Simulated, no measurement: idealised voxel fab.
The process module presented herein is designated voxel lift off.
Pictured: cross-section cut, 285 nm wide, on a grid of 5 nm square cells.
Cross-section layout: square cells on a grid; listed as bands, top to bottom; a band spans one or more cell rows.
First you get the band's top height and its bottom height, in nm, and then the materials it's made of, left to right, with each width in nm. If you see a single material with "edge to edge", that one covers the band edge to edge. "air" is empty space.
Heads up on the height convention: 0 is the point under which the incoming wafer is all one material, and the lowest band has no bottom, it just keeps going down, like "from 0 down".
Graded width ("30->40"): value in top row of band = first number; value in bottom row = second number; row-to-row change constant.
It should be understood that the words "remains unaltered", when stated for a given step, signify that the cross-section underwent no change in any of its cells during that step.
Look at "Catalogued sealed voids" for the closed voids: empty spaces with no open path to the top, sized 8 cells or up. Each is width x height at distance, distance from the left edge, all nm.
It should be noted that, on the line of a given step, the content following the step's settings is a remark produced by the simulator itself with respect to that step.
The "overlay nm" setting may appear on a step's line; for a step that uses a mask, it gives how far to the right of its planned position the mask lay, and a negative value indicates the left.

-- Listed below are the process steps as planned
1 RECEIVE: material Si
2 CONFORMAL_DEP: material SiO2, thk nm 10
3 PATTERN: tone open, mask id LINES, material resist, width nm 25, pitch nm 40, thk nm 20, overlay nm 0
4 DIRECTIONAL_DEP: material Ru, thk nm 5
5 STRIP: etch materials resist
6 CONFORMAL_DEP: material SiN, thk nm 10

-- Received-state cross-section, reflecting completion of step 1
  from 0 down  Si edge to edge
  Catalogued sealed voids: none

-- As-planned run: cross-section of the first of two wafers at end of module
  from 25 to 20  air=100 | SiN=85 | air=100
  from 20 to 15  SiN edge to edge
  from 15 to 10  SiN=110 | Ru=25 | SiN=15 | Ru=25 | SiN=110
  from 10 to 0  SiO2 edge to edge
  from 0 down  Si edge to edge
  Catalogued sealed voids: none

-- Wafer two (of two), end-of-module cross-section: start = wafer one, plan = wafer one, one run mistake
  from 25 to 20  SiN=120 | air=5 | SiN=35 | air=5 | SiN=120
  from 20 to 15  SiN edge to edge
  from 15 to 10  Ru=110 | SiN=25 | Ru=15 | SiN=25 | Ru=110
  from 10 to 0  SiO2 edge to edge
  from 0 down  Si edge to edge
  Catalogued sealed voids: none
Finding, execution versus plan: it should be noted that step 3 was executed with settings other than those planned, the operation and settings actually applied being PATTERN: tone cover, mask id LINES, material resist, width nm 25, pitch nm 40, thk nm 20, overlay nm 0
Cell-count delta at end, second wafer over first, by material: 37 more of Ru, 1 more of SiN
